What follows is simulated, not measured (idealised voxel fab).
A process module follows: voxel plated lines.
The cross-section on display is named cut; it measures 230 nm wide, and its cells are 5 nm squares.
When this document writes out a cross-section, it uses a grid of square cells and lists it as bands, beginning at the top and moving down, with a band standing for one or more rows of cells. Quick guide to a band line: top height, bottom height (nm) up front; then every material left to right with its width in nm. Only one material and it's marked "all across"? Then it fills the band edge to edge. And "empty" just means empty space. Counting heights begins at 0, where everything beneath is, in the wafer as received, one material. The lowest band has no bottom; it goes on downwards, as "0 -> down" shows. It should be noted that a width expressed as "30->40" varies in equal increments from row to row of cells within the band, taking the value of the first number at the top row and that of the second number at the bottom row. Basically "remained unchanged" means that step didn't change any cell in the cross-section. Entry "Closed internal cavities" = empty spaces >= 8 cells with no open way to the top; each as width x height at distance, distance from left edge, all nm. Text after the settings on a step's line: the simulator's own remark on that step. Steps that use a mask can have "overlay nm" on their line. It says how far the mask sat to the right of where it was meant to be. Negative means to the left.
PLANNED STEP LIST FOR THE PROCESS
1) RECEIVE, material Si
2) CONFORMAL_DEP, material SiN, thk nm 15
3) DIRECTIONAL_DEP, material TiN, thk nm 5
4) PATTERN, tone open, mask id LINES, material resist, width nm 15, pitch nm 35, thk nm 20, overlay nm 0
5) EPI, material Ru, thk nm 5
6) STRIP, etch materials resist
7) DIRECTIONAL_ETCH, etch materials TiN, depth nm 5
8) CONFORMAL_DEP, material SiN, thk nm 10
AS-RECEIVED WAFER CROSS-SECTION (AFTER STEP 1)
    0 -> down: Si all across
    Closed internal cavities: none
CROSS-SECTION: FIRST OF TWO WAFERS, MODULE FINISHED, RUN ACCORDING TO PLAN
    35 -> 25: empty 45 | SiN 140 | empty 45
    25 -> 20: SiN 55 | Ru 15 | SiN 20 | Ru 15 | SiN 20 | Ru 15 | SiN 20 | Ru 15 | SiN 55
    20 -> 15: SiN 55 | TiN 15 | SiN 20 | TiN 15 | SiN 20 | TiN 15 | SiN 20 | TiN 15 | SiN 55
    15 -> 0: SiN all across
    0 -> down: Si all across
    Closed internal cavities: none
SECOND WAFER THROUGH THE MODULE, SECTIONED AT THE END: SAME BEGINNING AND SAME PLAN AS THE FIRST WAFER, WITH ONE MISTAKE IN CARRYING IT OUT
    45 -> 35: empty 45 | SiN 140 | empty 45
    35 -> 30: SiN 55 | Ru 15 | SiN 20 | Ru 15 | SiN 20 | Ru 15 | SiN 20 | Ru 15 | SiN 55
    30 -> 25: SiN 55 | TiN 15 | SiN 20 | TiN 15 | SiN 20 | TiN 15 | SiN 20 | TiN 15 | SiN 55
    25 -> 15: TiN all across
    15 -> 0: SiN all across
    0 -> down: Si all across
    Closed internal cavities: none
The plan and the run diverged here: step 3, actual vs plan mismatch, actual run DIRECTIONAL_DEP, material TiN, thk nm 15
Count the cells at the end and the second wafer has more or fewer of some materials than the first: TiN: 92 more
